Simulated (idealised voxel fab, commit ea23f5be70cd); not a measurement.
Name of the process module below: voxel self aligned vias
Cross-sectional view cut (width: 210 nm; square cell size: 5 nm).
Cross-section spec: square-cell grid; bands listed top down; each band is one or more rows. A band entry consists of two parts. The first gives the height of the band's top and the height of its bottom, in nm. The rest lists the band's materials from left to right, each with its width in nm. A single material labelled with the word "throughout" fills the band from edge to edge, and the word "air" marks empty space. Heights from 0 (as-received wafer is one material below). Bottom band endless downward, as "0 -> down". Top row gets the first number, bottom row gets the second, and each row in between changes by the same step: that is how a band width like "30..40" works. Any step labelled "all unchanged" changed none of the cells in the cross-section. If an empty space has no open way to the top and is at least 8 cells in size, "Closed void catalog" lists it, written width x height at distance, where distance is measured from the left edge and every value is in nm. What comes after the settings on a step's line is commentary from the simulator itself on that step. When a step includes a mask, the "overlay nm" setting on its line states how far to the right of its planned place that mask lay, and negative values state how far to the left.
Planned process steps:
1. RECEIVE, material Si
2. CONFORMAL_DEP, material SiO2, thk nm 15
3. CONFORMAL_DEP, material SiCN, thk nm 5
4. DIRECTIONAL_DEP, material SiO2, thk nm 20
5. PATTERN, tone open, mask id LINES, material resist, width nm 30, pitch nm 80, thk nm 15, overlay nm 0
6. DIRECTIONAL_ETCH, etch materials SiO2, depth nm 20
7. STRIP, etch materials resist
8. CONFORMAL_DEP, material TiN, thk nm 5
9. FILL_DEP, material Ru, thk nm 5
10. CMP, height nm 40
11. SELECTIVE_ETCH, etch materials W Ru TiN, depth nm 5
12. FILL_DEP, material SiN, thk nm 10
13. CMP, height nm 40
14. DIRECTIONAL_DEP, material SiO2, thk nm 15
15. MASKED_ETCH, tone open, mask id VIAS, width nm 50, pitch nm 80, etch materials SiO2, depth nm 15, overlay nm 0
16. MASKED_ETCH, tone open, mask id VIAS, width nm 50, pitch nm 80, etch materials SiN, depth nm 5, overlay nm 0
17. CONFORMAL_DEP, material TiN, thk nm 5
18. FILL_DEP, material Cu, thk nm 5
19. CMP, height nm 55
20. CONFORMAL_DEP, material SiCN, thk nm 5
So, the first of our two wafers, run just as we planned it:
Cross-section of the wafer upon arrival, representing the state reached after step 1:
* 0 -> down  Si throughout
* Closed void catalog: none
Once step 2 is through, the wafer looks like this in cross-section:
* 15 -> 0  SiO2 throughout
* Anything lower than 0 is untouched.
Once step 3 is through, the wafer looks like this in cross-section:
* 20 -> 15  SiCN throughout
* Anything lower than 15 is untouched.
Once step 4 is through, the wafer looks like this in cross-section:
* 40 -> 20  SiO2 throughout
* Anything lower than 20 is untouched.
Once step 5 is through, the wafer looks like this in cross-section:
* 55 -> 40  resist=50; air=30; resist=50; air=30; resist=50
* Anything lower than 40 is untouched.
Once step 6 is through, the wafer looks like this in cross-section:
* 55 -> 40  resist=50; air=30; resist=50; air=30; resist=50
* 40 -> 20  SiO2=50; air=30; SiO2=50; air=30; SiO2=50
* Anything lower than 20 is untouched.
Once step 7 is through, the wafer looks like this in cross-section:
* 40 -> 20  SiO2=50; air=30; SiO2=50; air=30; SiO2=50
* Anything lower than 20 is untouched.
Once step 8 is through, the wafer looks like this in cross-section:
* 45 -> 40  TiN=55; air=20; TiN=60; air=20; TiN=55
* 40 -> 25  SiO2=50; TiN=5; air=20; TiN=5; SiO2=50; TiN=5; air=20; TiN=5; SiO2=50
* 25 -> 20  SiO2=50; TiN=30; SiO2=50; TiN=30; SiO2=50
* Anything lower than 20 is untouched.
Once step 9 is through, the wafer looks like this in cross-section:
* 50 -> 45  Ru throughout
* 45 -> 40  TiN=55; Ru=20; TiN=60; Ru=20; TiN=55
* 40 -> 25  SiO2=50; TiN=5; Ru=20; TiN=5; SiO2=50; TiN=5; Ru=20; TiN=5; SiO2=50
* Anything lower than 25 is untouched.
Once step 10 is through, the wafer looks like this in cross-section:
* 40 -> 25  SiO2=50; TiN=5; Ru=20; TiN=5; SiO2=50; TiN=5; Ru=20; TiN=5; SiO2=50
* Anything lower than 25 is untouched.
Once step 11 is through, the wafer looks like this in cross-section:
* 40 -> 35  SiO2=50; air=30; SiO2=50; air=30; SiO2=50
* Anything lower than 35 is untouched.
Once step 12 is through, the wafer looks like this in cross-section:
* 50 -> 40  SiN throughout
* 40 -> 35  SiO2=50; SiN=30; SiO2=50; SiN=30; SiO2=50
* Anything lower than 35 is untouched.
Once step 13 is through, the wafer looks like this in cross-section:
* 40 -> 35  SiO2=50; SiN=30; SiO2=50; SiN=30; SiO2=50
* Anything lower than 35 is untouched.
Once step 14 is through, the wafer looks like this in cross-section:
* 55 -> 40  SiO2 throughout
* Anything lower than 40 is untouched.
Once step 15 is through, the wafer looks like this in cross-section:
* 55 -> 40  SiO2=40; air=50; SiO2=30; air=50; SiO2=40
* Anything lower than 40 is untouched.
Once step 16 is through, the wafer looks like this in cross-section:
* 55 -> 40  SiO2=40; air=50; SiO2=30; air=50; SiO2=40
* 40 -> 35  SiO2=50; air=30; SiO2=50; air=30; SiO2=50
* Anything lower than 35 is untouched.
Once step 17 is through, the wafer looks like this in cross-section:
* 60 -> 55  TiN=45; air=40; TiN=40; air=40; TiN=45
* 55 -> 45  SiO2=40; TiN=5; air=40; TiN=5; SiO2=30; TiN=5; air=40; TiN=5; SiO2=40
* 45 -> 40  SiO2=40; TiN=15; air=20; TiN=15; SiO2=30; TiN=15; air=20; TiN=15; SiO2=40
* 40 -> 35  SiO2=50; TiN=30; SiO2=50; TiN=30; SiO2=50
* Anything lower than 35 is untouched.
Once step 18 is through, the wafer looks like this in cross-section:
* 65 -> 60  Cu throughout
* 60 -> 55  TiN=45; Cu=40; TiN=40; Cu=40; TiN=45
* 55 -> 45  SiO2=40; TiN=5; Cu=40; TiN=5; SiO2=30; TiN=5; Cu=40; TiN=5; SiO2=40
* 45 -> 40  SiO2=40; TiN=15; Cu=20; TiN=15; SiO2=30; TiN=15; Cu=20; TiN=15; SiO2=40
* Anything lower than 40 is untouched.
Once step 19 is through, the wafer looks like this in cross-section:
* 55 -> 45  SiO2=40; TiN=5; Cu=40; TiN=5; SiO2=30; TiN=5; Cu=40; TiN=5; SiO2=40
* Anything lower than 45 is untouched.
Once step 20 is through, the wafer looks like this in cross-section:
* 60 -> 55  SiCN throughout
* Anything lower than 55 is untouched.
Companion wafer, the second of two: same beginning, same intended sequence, one mistake in carrying it out; through step 3 inclusive it tracks the first exactly:
Second wafer, sectioned view, at step 4's planned end time:
* 40 -> 20  Cu throughout
* Anything lower than 20 is untouched.
Second wafer, sectioned view, at step 5's planned end time:
* 55 -> 40  resist=50; air=30; resist=50; air=30; resist=50
* Anything lower than 40 is untouched.
Second wafer, sectioned view, at step 6's planned end time: all unchanged
Second wafer, sectioned view, at step 7's planned end time:
* 40 -> 20  Cu throughout
* Anything lower than 20 is untouched.
Second wafer, sectioned view, at step 8's planned end time:
* 45 -> 40  TiN throughout
* Anything lower than 40 is untouched.
Second wafer, sectioned view, at step 9's planned end time:
* 50 -> 45  Ru throughout
* Anything lower than 45 is untouched.
Second wafer, sectioned view, at step 10's planned end time:
* 40 -> 20  Cu throughout
* Anything lower than 20 is untouched.
Second wafer, sectioned view, at step 11's planned end time: all unchanged
Second wafer, sectioned view, at step 12's planned end time:
* 50 -> 40  SiN throughout
* Anything lower than 40 is untouched.
Second wafer, sectioned view, at step 13's planned end time:
* 40 -> 20  Cu throughout
* Anything lower than 20 is untouched.
Second wafer, sectioned view, at step 14's planned end time:
* 55 -> 40  SiO2 throughout
* Anything lower than 40 is untouched.
Second wafer, sectioned view, at step 15's planned end time:
* 55 -> 40  SiO2=40; air=50; SiO2=30; air=50; SiO2=40
* Anything lower than 40 is untouched.
Second wafer, sectioned view, at step 16's planned end time: all unchanged
Second wafer, sectioned view, at step 17's planned end time:
* 60 -> 55  TiN=45; air=40; TiN=40; air=40; TiN=45
* 55 -> 45  SiO2=40; TiN=5; air=40; TiN=5; SiO2=30; TiN=5; air=40; TiN=5; SiO2=40
* 45 -> 40  SiO2=40; TiN=50; SiO2=30; TiN=50; SiO2=40
* Anything lower than 40 is untouched.
Second wafer, sectioned view, at step 18's planned end time:
* 65 -> 60  Cu throughout
* 60 -> 55  TiN=45; Cu=40; TiN=40; Cu=40; TiN=45
* 55 -> 45  SiO2=40; TiN=5; Cu=40; TiN=5; SiO2=30; TiN=5; Cu=40; TiN=5; SiO2=40
* Anything lower than 45 is untouched.
Second wafer, sectioned view, at step 19's planned end time:
* 55 -> 45  SiO2=40; TiN=5; Cu=40; TiN=5; SiO2=30; TiN=5; Cu=40; TiN=5; SiO2=40
* Anything lower than 45 is untouched.
Second wafer, sectioned view, at step 20's planned end time:
* 60 -> 55  SiCN throughout
* Anything lower than 55 is untouched.
What was the processing mistake? note that step 4 departed from the planned setting and was carried out as DIRECTIONAL_DEP, material Cu, thk nm 20
Wrapping up, a cell-based count of both wafers puts the second over or under the first for these materials: Cu: 160 more | Ru: 16 fewer | SiO2: 120 fewer | TiN: 24 fewer
